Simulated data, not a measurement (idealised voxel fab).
Presented below is a process module, voxel released beams.
Shown is cross-section cut, with a width of 205 nm and square cells of size 5 nm.
Reading order for cross-sections: top band down to bottom band. Underlying form: a grid of square cells. Band size: one or more rows of cells.
Heights first: top, then bottom, in nm. Then materials, left to right, each with a width in nm. "throughout" on a single material: fills the band edge to edge. "air": empty space.
The level at which height equals 0 is the one under which the wafer, as it arrives, is entirely one material. No lower edge exists for the bottom band, which continues downward and is notated as in "0 nm and below".
Per-row width for "30 to 40": begins at first number (top row of band), ends at second number (bottom row), increment between rows held constant.
Basically "nothing got changed" means that step didn't change any cell in the cross-section.
"Closed void list" contains a list of empty spaces, each no smaller than 8 cells and without an open way to the top, written in the form width x height at distance with the distance from the left edge and all three in nm.
Text after the settings on a step's line: the simulator's own remark on that step.
The optional step-line setting "overlay nm" applies to steps with a mask and quantifies how far to the right of its planned location the mask lay, a negative value indicating leftward placement.
**So here's the lineup of process steps we planned**
1: RECEIVE with material Si
2: CONFORMAL_DEP with material SiN, thk nm 5
3: DIRECTIONAL_DEP with material SiO2, thk nm 15
4: PATTERN with tone open, mask id ANCHOR, material resist, width nm 35, thk nm 20, overlay nm 0
5: DIRECTIONAL_ETCH with etch materials SiO2, depth nm 15
6: STRIP with etch materials resist
7: CONFORMAL_DEP with material TiN, thk nm 15
8: PATTERN with tone cover, mask id BEAM, material resist, width nm 105, thk nm 15, overlay nm 0
9: DIRECTIONAL_ETCH with etch materials TiN, depth nm 15
10: STRIP with etch materials resist
11: STRIP with etch materials SiO2
**First wafer, two in total, run as planned**
**Cross-section: wafer on arrival = after step 1**
	0 nm and below | Si throughout
	Closed void list: none
**Once step 2 is through, the wafer looks like this in cross-section**
	5 nm to 0 nm | SiN throughout
	Below a height of 0, the structure has not been altered.
**Once step 3 is through, the wafer looks like this in cross-section**
	20 nm to 5 nm | SiO2 throughout
	Below a height of 5, the structure has not been altered.
**Once step 4 is through, the wafer looks like this in cross-section**
	40 nm to 20 nm | 50 of resist, 35 of air, 120 of resist
	Below a height of 20, the structure has not been altered.
**Once step 5 is through, the wafer looks like this in cross-section**
	40 nm to 20 nm | 50 of resist, 35 of air, 120 of resist
	20 nm to 5 nm | 50 of SiO2, 35 of air, 120 of SiO2
	Below a height of 5, the structure has not been altered.
**Once step 6 is through, the wafer looks like this in cross-section**
	20 nm to 5 nm | 50 of SiO2, 35 of air, 120 of SiO2
	Below a height of 5, the structure has not been altered.
**Once step 7 is through, the wafer looks like this in cross-section**
	35 nm to 20 nm | 65 of TiN, 5 of air, 135 of TiN
	20 nm to 5 nm | 50 of SiO2, 35 of TiN, 120 of SiO2
	Below a height of 5, the structure has not been altered.
**Once step 8 is through, the wafer looks like this in cross-section**
	50 nm to 35 nm | 45 of air, 105 of resist, 55 of air
	35 nm to 20 nm | 65 of TiN, 5 of resist, 135 of TiN
	Below a height of 20, the structure has not been altered.
**Once step 9 is through, the wafer looks like this in cross-section**
	50 nm to 35 nm | 45 of air, 105 of resist, 55 of air
	35 nm to 20 nm | 45 of air, 20 of TiN, 5 of resist, 80 of TiN, 55 of air
	Below a height of 20, the structure has not been altered.
**Once step 10 is through, the wafer looks like this in cross-section**
	35 nm to 20 nm | 45 of air, 20 of TiN, 5 of air, 80 of TiN, 55 of air
	Below a height of 20, the structure has not been altered.
**Once step 11 is through, the wafer looks like this in cross-section**
	35 nm to 20 nm | 45 of air, 20 of TiN, 5 of air, 80 of TiN, 55 of air
	20 nm to 5 nm | 50 of air, 35 of TiN, 120 of air
	Below a height of 5, the structure has not been altered.
**Companion wafer, the second of two: same beginning, same intended sequence, one mistake in carrying it out; through step 3 inclusive it tracks the first exactly**
**Cross-section of the second wafer at the time by which step 4 should have been completed according to the plan**
	40 nm to 20 nm | 50 of air, 35 of resist, 120 of air
	Below a height of 20, the structure has not been altered.
**Cross-section of the second wafer at the time by which step 5 should have been completed according to the plan**
	40 nm to 20 nm | 50 of air, 35 of resist, 120 of air
	20 nm to 5 nm | 50 of air, 35 of SiO2, 120 of air
	Below a height of 5, the structure has not been altered.
**Cross-section of the second wafer at the time by which step 6 should have been completed according to the plan**
	20 nm to 5 nm | 50 of air, 35 of SiO2, 120 of air
	Below a height of 5, the structure has not been altered.
**Cross-section of the second wafer at the time by which step 7 should have been completed according to the plan**
	35 nm to 20 nm | 35 of air, 65 of TiN, 105 of air
	20 nm to 5 nm | 50 of TiN, 35 of SiO2, 120 of TiN
	Below a height of 5, the structure has not been altered.
**Cross-section of the second wafer at the time by which step 8 should have been completed according to the plan**
	50 nm to 35 nm | 45 of air, 105 of resist, 55 of air
	35 nm to 20 nm | 35 of air, 65 of TiN, 50 of resist, 55 of air
	Below a height of 20, the structure has not been altered.
**Cross-section of the second wafer at the time by which step 9 should have been completed according to the plan**
	50 nm to 35 nm | 45 of air, 105 of resist, 55 of air
	35 nm to 20 nm | 45 of air, 55 of TiN, 50 of resist, 55 of air
	20 nm to 5 nm | 35 of air, 15 of TiN, 35 of SiO2, 65 of TiN, 55 of air
	Below a height of 5, the structure has not been altered.
**Cross-section of the second wafer at the time by which step 10 should have been completed according to the plan**
	35 nm to 20 nm | 45 of air, 55 of TiN, 105 of air
	Below a height of 20, the structure has not been altered.
Cross-section of the second wafer at the time by which step 11 should have been completed according to the plan: nothing got changed
Want to know what went wrong? step 4 deviated from plan and actually ran as PATTERN with tone cover, mask id ANCHOR, material resist, width nm 35, thk nm 20, overlay nm 0
Once processing is complete, comparing cell counts shows that the second wafer has more or fewer of certain materials than the first: +21 SiO2
